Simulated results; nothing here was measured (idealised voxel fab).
Herein follows the process module entitled voxel wiring stack.
The figure presents cross-section cut, which has a width of 235 nm and is divided into square cells with an edge length of 5 nm.
Notation: cross-section as square-cell grid; stated in bands, top first, going down; one or more cell rows per band.
The band entry comprises the height of the band's top followed by the height of its bottom, expressed in nm, and subsequently the band's materials from left to right, each stated together with its width in nm. Where a single material is marked with the word "throughout", that material fills the band from edge to edge. The word "empty" represents empty space.
Beneath 0, the wafer as received is one material, and that level is where height counting begins. The lowest band goes on downward without a bottom; it is written like "0 down".
The expression "30->40" gives the width at the extremes of the band, the first number at its top row of cells and the second at its bottom row, with the width changing by equal amounts from each row to the next in between.
Given "same as before" for a step, no cell of the cross-section differs between before and after that step.
Under "Sealed void list" you'll find the enclosed gaps, the ones with no way out to the top, that are 8 cells or bigger; each reads width x height at distance, with distance counted from the left edge, everything in nm.
Step line, after settings: the simulator's comment on this step.
The "overlay nm" setting may appear on a step's line; for a step that uses a mask, it gives how far to the right of its planned position the mask lay, and a negative value indicates the left.
### These are the steps we planned for the process
1. RECEIVE: material Si
2. CONFORMAL_DEP: material SiO2, thk nm 15
3. CONFORMAL_DEP: material SiCN, thk nm 5
4. DIRECTIONAL_DEP: material SiO2, thk nm 20
5. PATTERN: tone open, mask id METAL_1, material resist, width nm 20, pitch nm 40, thk nm 20, overlay nm 0
6. DIRECTIONAL_ETCH: etch materials SiO2, depth nm 20
7. DIRECTIONAL_ETCH: etch materials SiCN, depth nm 5
8. STRIP: etch materials resist
9. CONFORMAL_DEP: material TiN, thk nm 5
10. FILL_DEP: material Ru, thk nm 10
11. CMP: height nm 40
12. EPI: material Ru, thk nm 5
13. FILL_DEP: material SiCN, thk nm 5
14. DIRECTIONAL_DEP: material lowk, thk nm 35
15. DIRECTIONAL_DEP: material aC, thk nm 10
16. PATTERN: tone open, mask id METAL_2, material resist, width nm 20, pitch nm 40, thk nm 25, overlay nm 0
17. DIRECTIONAL_ETCH: etch materials aC, depth nm 10
18. STRIP: etch materials resist
19. DIRECTIONAL_ETCH: etch materials lowk, depth nm 20
20. STRIP: etch materials aC
21. PATTERN: tone open, mask id METAL_2_HOLES, material resist, width nm 15, pitch nm 80, thk nm 20, overlay nm 0
22. DIRECTIONAL_ETCH: etch materials lowk, depth nm 15
23. DIRECTIONAL_ETCH: etch materials SiCN, depth nm 5
24. STRIP: etch materials resist
25. CONFORMAL_DEP: material TiN, thk nm 5
26. FILL_DEP: material Cu, thk nm 5
27. CMP: height nm 85
28. CONFORMAL_DEP: material SiCN, thk nm 5
29. DIRECTIONAL_DEP: material lowk, thk nm 10
30. MASKED_ETCH: tone open, mask id PLUG_2, width nm 15, pitch nm 40, etch materials lowk, depth nm 10, overlay nm 0
31. MASKED_ETCH: tone open, mask id PLUG_2, width nm 15, pitch nm 40, etch materials SiCN, depth nm 5, overlay nm 0
32. CONFORMAL_DEP: material TiN, thk nm 5
33. FILL_DEP: material Ru, thk nm 10
34. CMP: height nm 100
35. DIRECTIONAL_DEP: material TiN, thk nm 5
36. DIRECTIONAL_DEP: material Ru, thk nm 15
37. MASKED_ETCH: tone cover, mask id METAL_3, width nm 20, pitch nm 40, etch materials Ru, depth nm 15, overlay nm 0
38. MASKED_ETCH: tone cover, mask id METAL_3, width nm 20, pitch nm 40, etch materials TiN, depth nm 5, overlay nm 0
39. FILL_DEP: material SiO2, thk nm 10
40. CMP: height nm 120
41. CONFORMAL_DEP: material SiCN, thk nm 5
42. DIRECTIONAL_DEP: material lowk, thk nm 10
43. DIRECTIONAL_DEP: material aC, thk nm 15
44. PATTERN: tone open, mask id PLUG_3, material resist, width nm 15, pitch nm 80, thk nm 35, overlay nm 0
45. DIRECTIONAL_ETCH: etch materials aC, depth nm 15
46. STRIP: etch materials resist
47. DIRECTIONAL_ETCH: etch materials lowk, depth nm 10
48. DIRECTIONAL_ETCH: etch materials SiCN, depth nm 5
49. STRIP: etch materials aC
50. CONFORMAL_DEP: material TiN, thk nm 5
51. FILL_DEP: material Ru, thk nm 10
52. CMP: height nm 135
53. CONFORMAL_DEP: material SiCN, thk nm 5
54. DIRECTIONAL_DEP: material SiO2, thk nm 15
55. PATTERN: tone open, mask id METAL_4, material resist, width nm 20, pitch nm 40, thk nm 15, overlay nm -15
56. DIRECTIONAL_ETCH: etch materials SiO2, depth nm 15
57. DIRECTIONAL_ETCH: etch materials SiCN, depth nm 5
58. STRIP: etch materials resist
59. CONFORMAL_DEP: material TiN, thk nm 5
60. FILL_DEP: material Cu, thk nm 5
61. CMP: height nm 155
62. CONFORMAL_DEP: material SiN, thk nm 5
Be aware that, although all wafers share a common starting state, the overlay nm at step 55 differs among them, and the plan displays the first wafer's value.
### As received, i.e. after step 1: cross-section through the first of several wafers
> 0 down | Si throughout
> Sealed void list: none
### Once step 62, the last step, is complete, the module is at its end; this is the cross-section of the first of several wafers
> 160 to 155 | SiN throughout
> 155 to 140 | SiO2 30, TiN 5, Cu 10, TiN 5, SiO2 20, TiN 5, Cu 10, TiN 5, SiO2 20, TiN 5, Cu 10, TiN 5, SiO2 20, TiN 5, Cu 10, TiN 5, SiO2 65
> 140 to 135 | SiCN 30, TiN 20, SiCN 20, TiN 20, SiCN 20, TiN 20, SiCN 20, TiN 20, SiCN 65
> 135 to 125 | lowk 45, TiN 5, Ru 5, TiN 5, lowk 65, TiN 5, Ru 5, TiN 5, lowk 95
> 125 to 120 | SiCN 45, TiN 15, SiCN 65, TiN 15, SiCN 95
> 120 to 105 | SiO2 45, Ru 20, SiO2 20, Ru 20, SiO2 20, Ru 20, SiO2 20, Ru 20, SiO2 50
> 105 to 100 | SiO2 45, TiN 20, SiO2 20, TiN 20, SiO2 20, TiN 20, SiO2 20, TiN 20, SiO2 50
> 100 to 90 | lowk 45, TiN 5, Ru 5, TiN 5, lowk 25, TiN 5, Ru 5, TiN 5, lowk 25, TiN 5, Ru 5, TiN 5, lowk 25, TiN 5, Ru 5, TiN 5, lowk 55
> 90 to 85 | SiCN 45, TiN 15, SiCN 25, TiN 15, SiCN 25, TiN 15, SiCN 25, TiN 15, SiCN 55
> 85 to 70 | lowk 45, TiN 5, Cu 10, TiN 5, lowk 20, TiN 5, Cu 10, TiN 5, lowk 20, TiN 5, Cu 10, TiN 5, lowk 20, TiN 5, Cu 10, TiN 5, lowk 50
> 70 to 65 | lowk 45, TiN 5, Cu 5, TiN 10, lowk 20, TiN 20, lowk 20, TiN 5, Cu 5, TiN 10, lowk 20, TiN 20, lowk 50
> 65 to 50 | lowk 45, TiN 5, Cu 5, TiN 5, lowk 65, TiN 5, Cu 5, TiN 5, lowk 95
> 50 to 45 | SiCN 45, TiN 15, SiCN 65, TiN 15, SiCN 95
> 45 to 40 | SiCN 40, Ru 30, SiCN 10, Ru 30, SiCN 10, Ru 30, SiCN 10, Ru 30, SiCN 45
> 40 to 20 | SiO2 45, TiN 5, Ru 10, TiN 5, SiO2 20, TiN 5, Ru 10, TiN 5, SiO2 20, TiN 5, Ru 10, TiN 5, SiO2 20, TiN 5, Ru 10, TiN 5, SiO2 50
> 20 to 15 | SiCN 45, TiN 20, SiCN 20, TiN 20, SiCN 20, TiN 20, SiCN 20, TiN 20, SiCN 50
> 15 to 0 | SiO2 throughout
> 0 down | Si throughout
> Sealed void list: none
### A cross-section through the last wafer at the close of the module
> 160 to 155 | SiN throughout
> 155 to 140 | SiO2 60, TiN 5, Cu 10, TiN 5, SiO2 20, TiN 5, Cu 10, TiN 5, SiO2 20, TiN 5, Cu 10, TiN 5, SiO2 20, TiN 5, Cu 10, TiN 5, SiO2 35
> 140 to 135 | SiCN 60, TiN 20, SiCN 20, TiN 20, SiCN 20, TiN 20, SiCN 20, TiN 20, SiCN 35
> 135 to 125 | lowk 45, TiN 5, Ru 5, TiN 5, lowk 65, TiN 5, Ru 5, TiN 5, lowk 95
> 125 to 120 | SiCN 45, TiN 15, SiCN 65, TiN 15, SiCN 95
> 120 to 105 | SiO2 45, Ru 20, SiO2 20, Ru 20, SiO2 20, Ru 20, SiO2 20, Ru 20, SiO2 50
> 105 to 100 | SiO2 45, TiN 20, SiO2 20, TiN 20, SiO2 20, TiN 20, SiO2 20, TiN 20, SiO2 50
> 100 to 90 | lowk 45, TiN 5, Ru 5, TiN 5, lowk 25, TiN 5, Ru 5, TiN 5, lowk 25, TiN 5, Ru 5, TiN 5, lowk 25, TiN 5, Ru 5, TiN 5, lowk 55
> 90 to 85 | SiCN 45, TiN 15, SiCN 25, TiN 15, SiCN 25, TiN 15, SiCN 25, TiN 15, SiCN 55
> 85 to 70 | lowk 45, TiN 5, Cu 10, TiN 5, lowk 20, TiN 5, Cu 10, TiN 5, lowk 20, TiN 5, Cu 10, TiN 5, lowk 20, TiN 5, Cu 10, TiN 5, lowk 50
> 70 to 65 | lowk 45, TiN 5, Cu 5, TiN 10, lowk 20, TiN 20, lowk 20, TiN 5, Cu 5, TiN 10, lowk 20, TiN 20, lowk 50
> 65 to 50 | lowk 45, TiN 5, Cu 5, TiN 5, lowk 65, TiN 5, Cu 5, TiN 5, lowk 95
> 50 to 45 | SiCN 45, TiN 15, SiCN 65, TiN 15, SiCN 95
> 45 to 40 | SiCN 40, Ru 30, SiCN 10, Ru 30, SiCN 10, Ru 30, SiCN 10, Ru 30, SiCN 45
> 40 to 20 | SiO2 45, TiN 5, Ru 10, TiN 5, SiO2 20, TiN 5, Ru 10, TiN 5, SiO2 20, TiN 5, Ru 10, TiN 5, SiO2 20, TiN 5, Ru 10, TiN 5, SiO2 50
> 20 to 15 | SiCN 45, TiN 20, SiCN 20, TiN 20, SiCN 20, TiN 20, SiCN 20, TiN 20, SiCN 50
> 15 to 0 | SiO2 throughout
> 0 down | Si throughout
> Sealed void list: none
### Gained (+) or lost (-) cells of each material since receipt, then closed voids: one row per wafer, at the end of the module
overlay nm -15, +56 Cu, +116 Ru, +202 SiCN, +47 SiN, +482 SiO2, +202 TiN, +399 lowk, Sealed void list: none
overlay nm -10, +56 Cu, +116 Ru, +202 SiCN, +47 SiN, +482 SiO2, +202 TiN, +399 lowk, Sealed void list: none
overlay nm -5, +56 Cu, +116 Ru, +202 SiCN, +47 SiN, +482 SiO2, +202 TiN, +399 lowk, Sealed void list: none
overlay nm 0, +56 Cu, +116 Ru, +202 SiCN, +47 SiN, +482 SiO2, +202 TiN, +399 lowk, Sealed void list: none
overlay nm 5, +56 Cu, +116 Ru, +202 SiCN, +47 SiN, +482 SiO2, +202 TiN, +399 lowk, Sealed void list: none
overlay nm 10, +56 Cu, +116 Ru, +202 SiCN, +47 SiN, +482 SiO2, +202 TiN, +399 lowk, Sealed void list: none
overlay nm 15, +56 Cu, +116 Ru, +202 SiCN, +47 SiN, +482 SiO2, +202 TiN, +399 lowk, Sealed void list: none
